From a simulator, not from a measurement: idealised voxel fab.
Documented hereafter: the process module known as voxel air gaps.
The figure presents cross-section cut, which has a width of 230 nm and is divided into square cells with an edge length of 5 nm.
In this document a cross-section is written as a grid of square cells. It is given as a series of bands, listed from the top down, and a band is one or more rows of cells. Heads up on the band format: heights come first, top then bottom, in nm. After that it's the materials left to right, each with its width in nm. A single material flagged "full width" fills the whole band edge to edge, and "empty" means there's empty space there. Note: height 0 marks the level under which the wafer is uniformly one material as received. Lowest band unbounded below, written "0 and below". You'd read "30..40" like this: the band's top row of cells is as wide as the first number, its bottom row is as wide as the second, and going down, every row changes width by the same amount as the row before did. "nothing changed" after a step means that no cell of the cross-section changed. Heads up: "Enclosed void list" only lists the empty pockets with no open path to the top that are 8 cells or more, and it writes them as width x height at distance, distance from the left edge, in nm. Whatever follows a step's settings on its line is a remark the simulator itself makes about that step. overlay nm: right-of-plan distance of the mask on a masked step; negative values mean left-of-plan.
Planned process steps:
- 1: RECEIVE [material Si]
- 2: CONFORMAL_DEP [material SiO2] [thk nm 10]
- 3: CONFORMAL_DEP [material SiN] [thk nm 5]
- 4: DIRECTIONAL_DEP [material lowk] [thk nm 40]
- 5: DIRECTIONAL_DEP [material aC] [thk nm 15]
- 6: PATTERN [tone open] [mask id LINES] [material resist] [width nm 20] [pitch nm 45] [thk nm 30] [overlay nm 0]
- 7: DIRECTIONAL_ETCH [etch materials aC] [depth nm 15]
- 8: STRIP [etch materials resist]
- 9: DIRECTIONAL_ETCH [etch materials lowk] [depth nm 40]
- 10: STRIP [etch materials aC]
- 11: CONFORMAL_DEP [material TiN] [thk nm 5]
- 12: FILL_DEP [material Cu] [thk nm 5]
- 13: CMP [height nm 55]
- 14: EPI [material Ru] [thk nm 10]
- 15: SELECTIVE_ETCH [etch materials lowk] [depth nm 50]
- 16: CONFORMAL_DEP [material SiCN] [thk nm 5]
Incoming wafer, cross-sectional view, post step 1:
0 and below = Si full width
Enclosed void list: none
First wafer at the end, as planned:
70 down to 65 = empty 45, SiCN 140, empty 45
65 down to 55 = empty 45, SiCN 5, Ru 40, SiCN 5, Ru 40, SiCN 5, Ru 40, SiCN 5, empty 45
55 down to 50 = empty 45, SiCN 15, TiN 5, Cu 10, TiN 5, SiCN 25, TiN 5, Cu 10, TiN 5, SiCN 25, TiN 5, Cu 10, TiN 5, SiCN 15, empty 45
50 down to 20 = empty 55, SiCN 5, TiN 5, Cu 10, TiN 5, SiCN 5, empty 15, SiCN 5, TiN 5, Cu 10, TiN 5, SiCN 5, empty 15, SiCN 5, TiN 5, Cu 10, TiN 5, SiCN 5, empty 55
20 down to 15 = SiCN 60, TiN 20, SiCN 25, TiN 20, SiCN 25, TiN 20, SiCN 60
15 down to 10 = SiN full width
10 down to 0 = SiO2 full width
0 and below = Si full width
Enclosed void list: 15 x 30 at 85; 15 x 30 at 130
Cross-sectional view of the second of two wafers upon completion of the module. This wafer shared its starting condition and process plan with the first; one error was made during its execution:
70 down to 65 = empty 45, SiCN 140, empty 45
65 down to 55 = empty 45, SiCN 5, Ru 40, SiCN 5, Ru 40, SiCN 5, Ru 40, SiCN 5, empty 45
55 down to 50 = empty 45, SiCN 15, TiN 5, Cu 10, TiN 5, SiCN 25, TiN 5, Cu 10, TiN 5, SiCN 25, TiN 5, Cu 10, TiN 5, SiCN 15, empty 45
50 down to 20 = empty 55, SiCN 5, TiN 5, Cu 10, TiN 5, SiCN 5, empty 15, SiCN 5, TiN 5, Cu 10, TiN 5, SiCN 5, empty 15, SiCN 5, TiN 5, Cu 10, TiN 5, SiCN 5, empty 55
20 down to 15 = SiCN 60, TiN 20, SiCN 25, TiN 20, SiCN 25, TiN 20, SiCN 60
15 down to 10 = SiCN full width
10 down to 0 = SiO2 full width
0 and below = Si full width
Enclosed void list: 15 x 30 at 85; 15 x 30 at 130
Processing error: in deviation from the planned setting, step 3 was conducted as CONFORMAL_DEP [material SiCN] [thk nm 5]
In the final state, the cell counts of the second wafer exceed or fall short of those of the first for the following materials: SiCN +46; SiN -46
